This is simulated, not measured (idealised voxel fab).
Process module under the name voxel capacitor over wiring
FYI the section here is cut, 220 nm wide, cells are 5 nm squares.
Format of a cross-section: grid, square cells. Given as bands. Order: top down. Band: one or more rows of cells. Look at the band entry: it leads with the top's height and the bottom's height in nm. Then it lists the materials left to right, with a width in nm for each. The word "full width" on a single material says that material fills the band edge to edge. The word "empty" is empty space. Basically, 0 is our baseline, since under it the wafer straight out of the box is all one material. The bottom band has no lower end and keeps on going down, so it looks like "from 0 down". Per-row width for "30->40": begins at first number (top row of band), ends at second number (bottom row), increment between rows held constant. "identical to before" for a step: no cell of the cross-section changed in that step. Empty spaces counting at least 8 cells and having no open way to the top are listed in "Enclosed cavity list". The notation width x height at distance is used for each, the distance being from the left edge and all three values in nm. Past the settings on a step's line: simulator remark, on that step. overlay nm: mask right of planned place by this much (step with mask). Neg. = left.
[The process steps that were planned are listed below]
1 RECEIVE (material Si)
2 CONFORMAL_DEP (material SiO2; thk nm 15)
3 CONFORMAL_DEP (material SiCN; thk nm 5)
4 DIRECTIONAL_DEP (material SiO2; thk nm 20)
5 DIRECTIONAL_DEP (material aC; thk nm 10)
6 PATTERN (tone open; mask id METAL_1; material resist; width nm 25; pitch nm 75; thk nm 25; overlay nm 0)
7 DIRECTIONAL_ETCH (etch materials aC; depth nm 10)
8 STRIP (etch materials resist)
9 DIRECTIONAL_ETCH (etch materials SiO2; depth nm 20)
10 DIRECTIONAL_ETCH (etch materials SiCN; depth nm 5)
11 STRIP (etch materials aC)
12 CONFORMAL_DEP (material TiN; thk nm 5)
13 FILL_DEP (material Ru; thk nm 10)
14 CMP (height nm 40)
15 EPI (material Ru; thk nm 5)
16 FILL_DEP (material SiCN; thk nm 5)
17 DIRECTIONAL_DEP (material lowk; thk nm 10)
18 PATTERN (tone open; mask id PLUG_1; material resist; width nm 15; thk nm 20; overlay nm 0)
19 DIRECTIONAL_ETCH (etch materials lowk; depth nm 10)
20 DIRECTIONAL_ETCH (etch materials SiCN; depth nm 5)
21 STRIP (etch materials resist)
22 EPI (material Ru; thk nm 10)
23 EPI (material Ru; thk nm 5)
24 DIRECTIONAL_DEP (material TiN; thk nm 10)
25 DIRECTIONAL_DEP (material HfO2; thk nm 5)
26 DIRECTIONAL_DEP (material TiN; thk nm 10)
27 DIRECTIONAL_DEP (material aC; thk nm 10)
28 PATTERN (tone cover; mask id UPPER_PLATE; material resist; width nm 55; thk nm 30; overlay nm 0)
29 DIRECTIONAL_ETCH (etch materials aC; depth nm 5)
30 STRIP (etch materials resist)
31 DIRECTIONAL_ETCH (etch materials TiN; depth nm 10)
32 DIRECTIONAL_ETCH (etch materials HfO2; depth nm 5)
33 STRIP (etch materials aC)
34 DIRECTIONAL_DEP (material aC; thk nm 10)
35 PATTERN (tone cover; mask id LOWER_PLATE; material resist; width nm 65; thk nm 25; overlay nm 0)
36 DIRECTIONAL_ETCH (etch materials aC; depth nm 10)
37 STRIP (etch materials resist)
38 DIRECTIONAL_ETCH (etch materials TiN; depth nm 10)
39 STRIP (etch materials aC)
40 FILL_DEP (material SiO2; thk nm 20)
41 CMP (height nm 100)
42 MASKED_ETCH (tone open; mask id PLUG_2; width nm 15; etch materials SiO2; depth nm 15; overlay nm 0)
43 CONFORMAL_DEP (material TiN; thk nm 5)
44 FILL_DEP (material Cu; thk nm 5)
45 CMP (height nm 100)
46 CONFORMAL_DEP (material SiN; thk nm 5)
Where the wafers of this document differ is in the depth nm of step 29; they start out the same, and the plan states the value that applied to the first wafer.
[Incoming state of the first of several wafers in cross-section: after step 1]
- from 0 down | Si full width
- Enclosed cavity list: none
[End of the module, past its last step, step 46: how the first of several wafers looks in cross-section]
- from 105 to 100 | SiN full width
- from 100 to 90 | SiO2 80, TiN 5, Cu 5, TiN 5, SiO2 125
- from 90 to 85 | SiO2 80, TiN 15, SiO2 125
- from 85 to 75 | SiO2 65, TiN 65, SiO2 90
- from 75 to 70 | HfO2 full width
- from 70 to 60 | TiN full width
- from 60 to 50 | lowk 70, Ru 15, lowk 135
- from 50 to 45 | SiCN 70, Ru 15, SiCN 135
- from 45 to 40 | SiCN 55, Ru 35, SiCN 40, Ru 35, SiCN 55
- from 40 to 20 | SiO2 60, TiN 5, Ru 15, TiN 5, SiO2 50, TiN 5, Ru 15, TiN 5, SiO2 60
- from 20 to 15 | SiCN 60, TiN 25, SiCN 50, TiN 25, SiCN 60
- from 15 to 0 | SiO2 full width
- from 0 down | Si full width
- Enclosed cavity list: none
[End of module, last wafer sectioned]
- from 105 to 100 | SiN full width
- from 100 to 90 | SiO2 80, TiN 5, Cu 5, TiN 5, SiO2 125
- from 90 to 85 | SiO2 80, TiN 15, SiO2 125
- from 85 to 75 | SiO2 70, TiN 55, SiO2 95
- from 75 to 70 | SiO2 70, HfO2 55, SiO2 95
- from 70 to 60 | SiO2 65, TiN 65, SiO2 90
- from 60 to 50 | lowk 70, Ru 15, lowk 135
- from 50 to 45 | SiCN 70, Ru 15, SiCN 135
- from 45 to 40 | SiCN 55, Ru 35, SiCN 40, Ru 35, SiCN 55
- from 40 to 20 | SiO2 60, TiN 5, Ru 15, TiN 5, SiO2 50, TiN 5, Ru 15, TiN 5, SiO2 60
- from 20 to 15 | SiCN 60, TiN 25, SiCN 50, TiN 25, SiCN 60
- from 15 to 0 | SiO2 full width
- from 0 down | Si full width
- Enclosed cavity list: none
[Row per wafer, end-of-module: cell gain (+)/loss (-) by material since the wafer came in, then closed voids]
depth nm 5 | +2 Cu | +44 HfO2 | +47 Ru | +105 SiCN | +44 SiN | +453 SiO2 | +147 TiN | +82 lowk | Enclosed cavity list: none
depth nm 10 | +2 Cu | +11 HfO2 | +47 Ru | +105 SiCN | +44 SiN | +552 SiO2 | +81 TiN | +82 lowk | Enclosed cavity list: none
depth nm 15 | +2 Cu | +11 HfO2 | +47 Ru | +105 SiCN | +44 SiN | +552 SiO2 | +81 TiN | +82 lowk | Enclosed cavity list: none
depth nm 20 | +2 Cu | +11 HfO2 | +47 Ru | +105 SiCN | +44 SiN | +552 SiO2 | +81 TiN | +82 lowk | Enclosed cavity list: none
depth nm 25 | +2 Cu | +11 HfO2 | +47 Ru | +105 SiCN | +44 SiN | +552 SiO2 | +81 TiN | +82 lowk | Enclosed cavity list: none
